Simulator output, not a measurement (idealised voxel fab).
The name of this process module is voxel self aligned vias.
FYI the section here is cut, 285 nm wide, cells are 5 nm squares.
Just so we're on the same page, the cross-sections are grids of square cells, and they're listed out in bands top to bottom, each band one or more rows deep.
Per band: top height and bottom height in nm, followed by the left-to-right materials and their widths in nm; "everywhere" marks a single material spanning edge to edge, "air" marks empty space.
Heads up on the height convention: 0 is the point under which the incoming wafer is all one material, and the lowest band has no bottom, it just keeps going down, like "z 0 and below".
A width such as "30->40" changes by the same amount from each row of cells to the next, from the band's top row to its bottom row.
"left unchanged" -> step changed no cross-section cell.
The entry titled "Closed void inventory" provides the empty spaces that have no open way to the top, restricted to those of 8 cells or more. Each is presented as width x height at distance, the distance being measured from the left edge, with all three in nm.
Step line, after settings: the simulator's comment on this step.
A step's line can hold "overlay nm"; with a mask on that step, the setting says how far right of the planned place the mask lay, while a negative setting says it lay to the left.

Set out below are the planned steps of the process:
1. RECEIVE,material Si
2. CONFORMAL_DEP,material SiO2,thk nm 15
3. CONFORMAL_DEP,material SiCN,thk nm 5
4. DIRECTIONAL_DEP,material lowk,thk nm 25
5. PATTERN,tone open,mask id LINES,material resist,width nm 30,pitch nm 70,thk nm 20,overlay nm 0
6. DIRECTIONAL_ETCH,etch materials lowk,depth nm 25
7. STRIP,etch materials resist
8. CONFORMAL_DEP,material TiN,thk nm 5
9. FILL_DEP,material Ru,thk nm 10
10. CMP,height nm 45
11. SELECTIVE_ETCH,etch materials W Ru TiN,depth nm 5
12. FILL_DEP,material SiN,thk nm 10
13. CMP,height nm 45
14. DIRECTIONAL_DEP,material lowk,thk nm 20
15. PATTERN,tone open,mask id VIAS,material resist,width nm 40,pitch nm 70,thk nm 15,overlay nm 0
16. DIRECTIONAL_ETCH,etch materials lowk,depth nm 20
17. DIRECTIONAL_ETCH,etch materials SiN,depth nm 5
18. STRIP,etch materials resist
19. CONFORMAL_DEP,material TiN,thk nm 5
20. FILL_DEP,material Cu,thk nm 10
21. CMP,height nm 65
22. CONFORMAL_DEP,material SiN,thk nm 5

Cross-section of the wafer as it came to us, i.e., already through step 1:
    z 0 and below  Si everywhere
    Closed void inventory: none

Looking at the first of two wafers in cross-section at end of module - ran to plan:
    z 70 to 65  SiN everywhere
    z 65 to 50  lowk (85), then TiN (5), then Cu (30), then TiN (5), then lowk (30), then TiN (5), then Cu (30), then TiN (5), then lowk (90)
    z 50 to 45  lowk (85), then TiN (10), then Cu (20), then TiN (10), then lowk (30), then TiN (10), then Cu (20), then TiN (10), then lowk (90)
    z 45 to 40  lowk (90), then TiN (30), then lowk (40), then TiN (30), then lowk (95)
    z 40 to 25  lowk (90), then TiN (5), then Ru (20), then TiN (5), then lowk (40), then TiN (5), then Ru (20), then TiN (5), then lowk (95)
    z 25 to 20  lowk (90), then TiN (30), then lowk (40), then TiN (30), then lowk (95)
    z 20 to 15  SiCN everywhere
    z 15 to 0  SiO2 everywhere
    z 0 and below  Si everywhere
    Closed void inventory: none

Cross-sectional image of the second wafer of the two following completion of the module. Starting state and process plan were the same as for the first wafer; one execution error occurred:
    z 70 to 65  SiN everywhere
    z 65 to 50  lowk (85), then TiN (5), then Cu (30), then TiN (5), then lowk (30), then TiN (5), then Cu (30), then TiN (5), then lowk (90)
    z 50 to 45  lowk (85), then TiN (40), then lowk (30), then TiN (40), then lowk (90)
    z 45 to 40  SiN (85), then TiN (5), then lowk (30), then TiN (5), then SiN (30), then TiN (5), then lowk (30), then TiN (5), then SiN (90)
    z 40 to 25  Ru (85), then TiN (5), then lowk (30), then TiN (5), then Ru (30), then TiN (5), then lowk (30), then TiN (5), then Ru (90)
    z 25 to 20  TiN (90), then lowk (30), then TiN (40), then lowk (30), then TiN (95)
    z 20 to 15  SiCN everywhere
    z 15 to 0  SiO2 everywhere
    z 0 and below  Si everywhere
    Closed void inventory: none
Nonconformance to the process plan: step 5 ran as: PATTERN,tone cover,mask id LINES,material resist,width nm 30,pitch nm 70,thk nm 20,overlay nm 0
Final comparison by cell count, materials where the second wafer has more or fewer than the first: -8 Cu; +99 Ru; +41 SiN; +33 TiN; -165 lowk
